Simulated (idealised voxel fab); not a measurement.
Name of the process module below: voxel capacitor over wiring
Cross-sectional view cut (width: 300 nm; square cell size: 5 nm).
Cross-sections here: square-cell grids, written as top-down lists of bands, a band being one or more rows of cells. A band entry consists of two parts. The first gives the height of the band's top and the height of its bottom, in nm. The rest lists the band's materials from left to right, each with its width in nm. A single material labelled with the word "edge to edge" fills the band from edge to edge, and the word "blank" marks empty space. Heads up on the height convention: 0 is the point under which the incoming wafer is all one material, and the lowest band has no bottom, it just keeps going down, like "0 nm and below". You'd read "30 to 40" like this: the band's top row of cells is as wide as the first number, its bottom row is as wide as the second, and going down, every row changes width by the same amount as the row before did. "left unchanged", as given for a step, is the statement that not any cell of the cross-section underwent a change during that step. Basically, "Voids, sealed" tells you about the enclosed voids: empty spaces with no open way to the top, 8 cells or bigger, each written width x height at distance, where distance is from the left edge, all in nm. What comes after the settings on a step's line is commentary from the simulator itself on that step. overlay nm: for a step with a mask, the amount by which the mask lay right of where it was planned; a negative amount means left of it.

Process steps (planned):
1 RECEIVE with material Si
2 CONFORMAL_DEP with material SiO2, thk nm 10
3 DIRECTIONAL_DEP with material TiN, thk nm 5
4 DIRECTIONAL_DEP with material W, thk nm 20
5 DIRECTIONAL_DEP with material aC, thk nm 15
6 PATTERN with tone cover, mask id METAL_1, material resist, width nm 30, pitch nm 95, thk nm 35, overlay nm 0
7 DIRECTIONAL_ETCH with etch materials aC, depth nm 15
8 STRIP with etch materials resist
9 DIRECTIONAL_ETCH with etch materials W, depth nm 20
10 DIRECTIONAL_ETCH with etch materials TiN, depth nm 5
11 STRIP with etch materials aC
12 FILL_DEP with material SiO2, thk nm 5
13 CMP with height nm 35
14 CONFORMAL_DEP with material SiCN, thk nm 5
15 DIRECTIONAL_DEP with material lowk, thk nm 20
16 PATTERN with tone open, mask id PLUG_1, material resist, width nm 15, thk nm 20, overlay nm 0
17 DIRECTIONAL_ETCH with etch materials lowk, depth nm 20
18 DIRECTIONAL_ETCH with etch materials SiCN, depth nm 5
19 STRIP with etch materials resist
20 CONFORMAL_DEP with material TiN, thk nm 5
21 FILL_DEP with material Cu, thk nm 5
22 CMP with height nm 60
23 DIRECTIONAL_DEP with material TiN, thk nm 10
24 DIRECTIONAL_DEP with material HfO2, thk nm 5
25 DIRECTIONAL_DEP with material TiN, thk nm 5
26 PATTERN with tone cover, mask id UPPER_PLATE, material resist, width nm 70, thk nm 20, overlay nm 0
27 DIRECTIONAL_ETCH with etch materials TiN, depth nm 5
28 DIRECTIONAL_ETCH with etch materials HfO2, depth nm 5
29 STRIP with etch materials resist
30 DIRECTIONAL_DEP with material aC, thk nm 15
31 PATTERN with tone cover, mask id LOWER_PLATE, material resist, width nm 80, thk nm 30, overlay nm 0
32 DIRECTIONAL_ETCH with etch materials aC, depth nm 15
33 STRIP with etch materials resist
34 DIRECTIONAL_ETCH with etch materials TiN, depth nm 10
35 STRIP with etch materials aC
36 FILL_DEP with material SiO2, thk nm 15
37 CMP with height nm 90
38 MASKED_ETCH with tone open, mask id PLUG_2, width nm 15, etch materials SiO2, depth nm 10, overlay nm 0
39 CONFORMAL_DEP with material TiN, thk nm 5
40 FILL_DEP with material Ru, thk nm 10
41 CMP with height nm 90
42 CONFORMAL_DEP with material SiN, thk nm 5

Run as planned: first of two wafers:

Wafer cross-section on receipt, i.e. after step 1:
0 nm and below | Si edge to edge
Voids, sealed: none

Cross-section of the wafer after step 2:
10 nm to 0 nm | SiO2 edge to edge
Below a height of 0, the structure has not been altered.

Cross-section of the wafer after step 3:
15 nm to 10 nm | TiN edge to edge
Below a height of 10, the structure has not been altered.

Cross-section of the wafer after step 4:
35 nm to 15 nm | W edge to edge
Below a height of 15, the structure has not been altered.

Cross-section of the wafer after step 5:
50 nm to 35 nm | aC edge to edge
Below a height of 35, the structure has not been altered.

Cross-section of the wafer after step 6:
85 nm to 50 nm | 85 blank / 30 resist / 65 blank / 30 resist / 90 blank
Below a height of 50, the structure has not been altered.

Cross-section of the wafer after step 7:
70 nm to 50 nm | 85 blank / 30 resist / 65 blank / 30 resist / 90 blank
50 nm to 35 nm | 85 blank / 30 aC / 65 blank / 30 aC / 90 blank
Below a height of 35, the structure has not been altered.

Cross-section of the wafer after step 8:
50 nm to 35 nm | 85 blank / 30 aC / 65 blank / 30 aC / 90 blank
Below a height of 35, the structure has not been altered.

Cross-section of the wafer after step 9:
50 nm to 35 nm | 85 blank / 30 aC / 65 blank / 30 aC / 90 blank
35 nm to 15 nm | 85 blank / 30 W / 65 blank / 30 W / 90 blank
Below a height of 15, the structure has not been altered.

Cross-section of the wafer after step 10:
50 nm to 35 nm | 85 blank / 30 aC / 65 blank / 30 aC / 90 blank
35 nm to 15 nm | 85 blank / 30 W / 65 blank / 30 W / 90 blank
15 nm to 10 nm | 85 blank / 30 TiN / 65 blank / 30 TiN / 90 blank
Below a height of 10, the structure has not been altered.

Cross-section of the wafer after step 11:
35 nm to 15 nm | 85 blank / 30 W / 65 blank / 30 W / 90 blank
Below a height of 15, the structure has not been altered.

Cross-section of the wafer after step 12:
40 nm to 35 nm | SiO2 edge to edge
35 nm to 15 nm | 85 SiO2 / 30 W / 65 SiO2 / 30 W / 90 SiO2
15 nm to 10 nm | 85 SiO2 / 30 TiN / 65 SiO2 / 30 TiN / 90 SiO2
Below a height of 10, the structure has not been altered.

Cross-section of the wafer after step 13:
35 nm to 15 nm | 85 SiO2 / 30 W / 65 SiO2 / 30 W / 90 SiO2
Below a height of 15, the structure has not been altered.

Cross-section of the wafer after step 14:
40 nm to 35 nm | SiCN edge to edge
Below a height of 35, the structure has not been altered.

Cross-section of the wafer after step 15:
60 nm to 40 nm | lowk edge to edge
Below a height of 40, the structure has not been altered.

Cross-section of the wafer after step 16:
80 nm to 60 nm | 100 resist / 15 blank / 185 resist
Below a height of 60, the structure has not been altered.

Cross-section of the wafer after step 17:
80 nm to 60 nm | 100 resist / 15 blank / 185 resist
60 nm to 40 nm | 100 lowk / 15 blank / 185 lowk
Below a height of 40, the structure has not been altered.

Cross-section of the wafer after step 18:
80 nm to 60 nm | 100 resist / 15 blank / 185 resist
60 nm to 40 nm | 100 lowk / 15 blank / 185 lowk
40 nm to 35 nm | 100 SiCN / 15 blank / 185 SiCN
Below a height of 35, the structure has not been altered.

Cross-section of the wafer after step 19:
60 nm to 40 nm | 100 lowk / 15 blank / 185 lowk
Below a height of 40, the structure has not been altered.

Cross-section of the wafer after step 20:
65 nm to 60 nm | 105 TiN / 5 blank / 190 TiN
60 nm to 40 nm | 100 lowk / 5 TiN / 5 blank / 5 TiN / 185 lowk
40 nm to 35 nm | 100 SiCN / 15 TiN / 185 SiCN
Below a height of 35, the structure has not been altered.

Cross-section of the wafer after step 21:
70 nm to 65 nm | Cu edge to edge
65 nm to 60 nm | 105 TiN / 5 Cu / 190 TiN
60 nm to 40 nm | 100 lowk / 5 TiN / 5 Cu / 5 TiN / 185 lowk
Below a height of 40, the structure has not been altered.

Cross-section of the wafer after step 22:
60 nm to 40 nm | 100 lowk / 5 TiN / 5 Cu / 5 TiN / 185 lowk
Below a height of 40, the structure has not been altered.

Cross-section of the wafer after step 23:
70 nm to 60 nm | TiN edge to edge
Below a height of 60, the structure has not been altered.

Cross-section of the wafer after step 24:
75 nm to 70 nm | HfO2 edge to edge
Below a height of 70, the structure has not been altered.

Cross-section of the wafer after step 25:
80 nm to 75 nm | TiN edge to edge
Below a height of 75, the structure has not been altered.

Cross-section of the wafer after step 26:
100 nm to 80 nm | 100 blank / 70 resist / 130 blank
Below a height of 80, the structure has not been altered.

Cross-section of the wafer after step 27:
100 nm to 80 nm | 100 blank / 70 resist / 130 blank
80 nm to 75 nm | 100 blank / 70 TiN / 130 blank
Below a height of 75, the structure has not been altered.

Cross-section of the wafer after step 28:
100 nm to 80 nm | 100 blank / 70 resist / 130 blank
80 nm to 75 nm | 100 blank / 70 TiN / 130 blank
75 nm to 70 nm | 100 blank / 70 HfO2 / 130 blank
Below a height of 70, the structure has not been altered.

Cross-section of the wafer after step 29:
80 nm to 75 nm | 100 blank / 70 TiN / 130 blank
Below a height of 75, the structure has not been altered.

Cross-section of the wafer after step 30:
95 nm to 85 nm | 100 blank / 70 aC / 130 blank
85 nm to 80 nm | aC edge to edge
80 nm to 75 nm | 100 aC / 70 TiN / 130 aC
75 nm to 70 nm | 100 aC / 70 HfO2 / 130 aC
Below a height of 70, the structure has not been altered.

Cross-section of the wafer after step 31:
125 nm to 95 nm | 95 blank / 80 resist / 125 blank
95 nm to 85 nm | 95 blank / 5 resist / 70 aC / 5 resist / 125 blank
Below a height of 85, the structure has not been altered.

Cross-section of the wafer after step 32:
110 nm to 95 nm | 95 blank / 80 resist / 125 blank
95 nm to 85 nm | 95 blank / 5 resist / 70 aC / 5 resist / 125 blank
85 nm to 80 nm | 95 blank / 80 aC / 125 blank
80 nm to 75 nm | 95 blank / 5 aC / 70 TiN / 5 aC / 125 blank
75 nm to 70 nm | 95 blank / 5 aC / 70 HfO2 / 5 aC / 125 blank
Below a height of 70, the structure has not been altered.

Cross-section of the wafer after step 33:
95 nm to 85 nm | 100 blank / 70 aC / 130 blank
Below a height of 85, the structure has not been altered.

Cross-section of the wafer after step 34:
95 nm to 85 nm | 100 blank / 70 aC / 130 blank
85 nm to 80 nm | 95 blank / 80 aC / 125 blank
80 nm to 75 nm | 95 blank / 5 aC / 70 TiN / 5 aC / 125 blank
75 nm to 70 nm | 95 blank / 5 aC / 70 HfO2 / 5 aC / 125 blank
70 nm to 60 nm | 95 blank / 80 TiN / 125 blank
Below a height of 60, the structure has not been altered.

Cross-section of the wafer after step 35:
80 nm to 75 nm | 100 blank / 70 TiN / 130 blank
75 nm to 70 nm | 100 blank / 70 HfO2 / 130 blank
Below a height of 70, the structure has not been altered.

Cross-section of the wafer after step 36:
95 nm to 80 nm | SiO2 edge to edge
80 nm to 75 nm | 100 SiO2 / 70 TiN / 130 SiO2
75 nm to 70 nm | 100 SiO2 / 70 HfO2 / 130 SiO2
70 nm to 60 nm | 95 SiO2 / 80 TiN / 125 SiO2
Below a height of 60, the structure has not been altered.

Cross-section of the wafer after step 37:
90 nm to 80 nm | SiO2 edge to edge
Below a height of 80, the structure has not been altered.

Cross-section of the wafer after step 38:
90 nm to 80 nm | 110 SiO2 / 15 blank / 175 SiO2
Below a height of 80, the structure has not been altered.

Cross-section of the wafer after step 39:
95 nm to 90 nm | 115 TiN / 5 blank / 180 TiN
90 nm to 85 nm | 110 SiO2 / 5 TiN / 5 blank / 5 TiN / 175 SiO2
85 nm to 75 nm | 110 to 100 SiO2 / 15 to 70 TiN / 175 to 130 SiO2
Below a height of 75, the structure has not been altered.

Cross-section of the wafer after step 40:
105 nm to 95 nm | Ru edge to edge
95 nm to 90 nm | 115 TiN / 5 Ru / 180 TiN
90 nm to 85 nm | 110 SiO2 / 5 TiN / 5 Ru / 5 TiN / 175 SiO2
Below a height of 85, the structure has not been altered.

Cross-section of the wafer after step 41:
90 nm to 85 nm | 110 SiO2 / 5 TiN / 5 Ru / 5 TiN / 175 SiO2
Below a height of 85, the structure has not been altered.

Cross-section of the wafer after step 42:
95 nm to 90 nm | SiN edge to edge
Below a height of 90, the structure has not been altered.

Wafer two. Identical start, identical plan. One mistake in execution. Identical history through step 24:

Second wafer, section view, time point: scheduled end of step 25:
90 nm to 75 nm | TiN edge to edge
Below a height of 75, the structure has not been altered.

Second wafer, section view, time point: scheduled end of step 26:
110 nm to 90 nm | 100 blank / 70 resist / 130 blank
Below a height of 90, the structure has not been altered.

Second wafer, section view, time point: scheduled end of step 27:
110 nm to 90 nm | 100 blank / 70 resist / 130 blank
90 nm to 85 nm | 100 blank / 70 TiN / 130 blank
Below a height of 85, the structure has not been altered.

Second wafer, section view, time point: scheduled end of step 28: left unchanged

Second wafer, section view, time point: scheduled end of step 29:
90 nm to 85 nm | 100 blank / 70 TiN / 130 blank
Below a height of 85, the structure has not been altered.

Second wafer, section view, time point: scheduled end of step 30:
105 nm to 100 nm | 100 blank / 70 aC / 130 blank
100 nm to 90 nm | aC edge to edge
90 nm to 85 nm | 100 aC / 70 TiN / 130 aC
Below a height of 85, the structure has not been altered.

Second wafer, section view, time point: scheduled end of step 31:
135 nm to 105 nm | 95 blank / 80 resist / 125 blank
105 nm to 100 nm | 95 blank / 5 resist / 70 aC / 5 resist / 125 blank
Below a height of 100, the structure has not been altered.

Second wafer, section view, time point: scheduled end of step 32:
120 nm to 105 nm | 95 blank / 80 resist / 125 blank
105 nm to 100 nm | 95 blank / 5 resist / 70 aC / 5 resist / 125 blank
100 nm to 90 nm | 95 blank / 80 aC / 125 blank
90 nm to 85 nm | 95 blank / 5 aC / 70 TiN / 5 aC / 125 blank
Below a height of 85, the structure has not been altered.

Second wafer, section view, time point: scheduled end of step 33:
105 nm to 100 nm | 100 blank / 70 aC / 130 blank
Below a height of 100, the structure has not been altered.

Second wafer, section view, time point: scheduled end of step 34:
105 nm to 100 nm | 100 blank / 70 aC / 130 blank
100 nm to 90 nm | 95 blank / 80 aC / 125 blank
90 nm to 85 nm | 95 blank / 5 aC / 70 TiN / 5 aC / 125 blank
85 nm to 75 nm | 95 blank / 80 TiN / 125 blank
Below a height of 75, the structure has not been altered.

Second wafer, section view, time point: scheduled end of step 35:
90 nm to 85 nm | 100 blank / 70 TiN / 130 blank
Below a height of 85, the structure has not been altered.

Second wafer, section view, time point: scheduled end of step 36:
105 nm to 90 nm | SiO2 edge to edge
90 nm to 85 nm | 100 SiO2 / 70 TiN / 130 SiO2
85 nm to 75 nm | 95 SiO2 / 80 TiN / 125 SiO2
Below a height of 75, the structure has not been altered.

Second wafer, section view, time point: scheduled end of step 37:
90 nm to 85 nm | 100 SiO2 / 70 TiN / 130 SiO2
Below a height of 85, the structure has not been altered.

Second wafer, section view, time point: scheduled end of step 38: left unchanged

Second wafer, section view, time point: scheduled end of step 39:
95 nm to 90 nm | TiN edge to edge
Below a height of 90, the structure has not been altered.

Second wafer, section view, time point: scheduled end of step 40:
105 nm to 95 nm | Ru edge to edge
Below a height of 95, the structure has not been altered.

Second wafer, section view, time point: scheduled end of step 41:
90 nm to 85 nm | 100 SiO2 / 70 TiN / 130 SiO2
Below a height of 85, the structure has not been altered.

Second wafer, section view, time point: scheduled end of step 42:
95 nm to 90 nm | SiN edge to edge
Below a height of 90, the structure has not been altered.
Deviation noted in wafer processing: step 25 went in with a setting other than planned; the actual run was DIRECTIONAL_DEP with material TiN, thk nm 15
Count the cells at the end and the second wafer has more or fewer of some materials than the first: HfO2 +46 | Ru -1 | SiO2 -160 | TiN +115
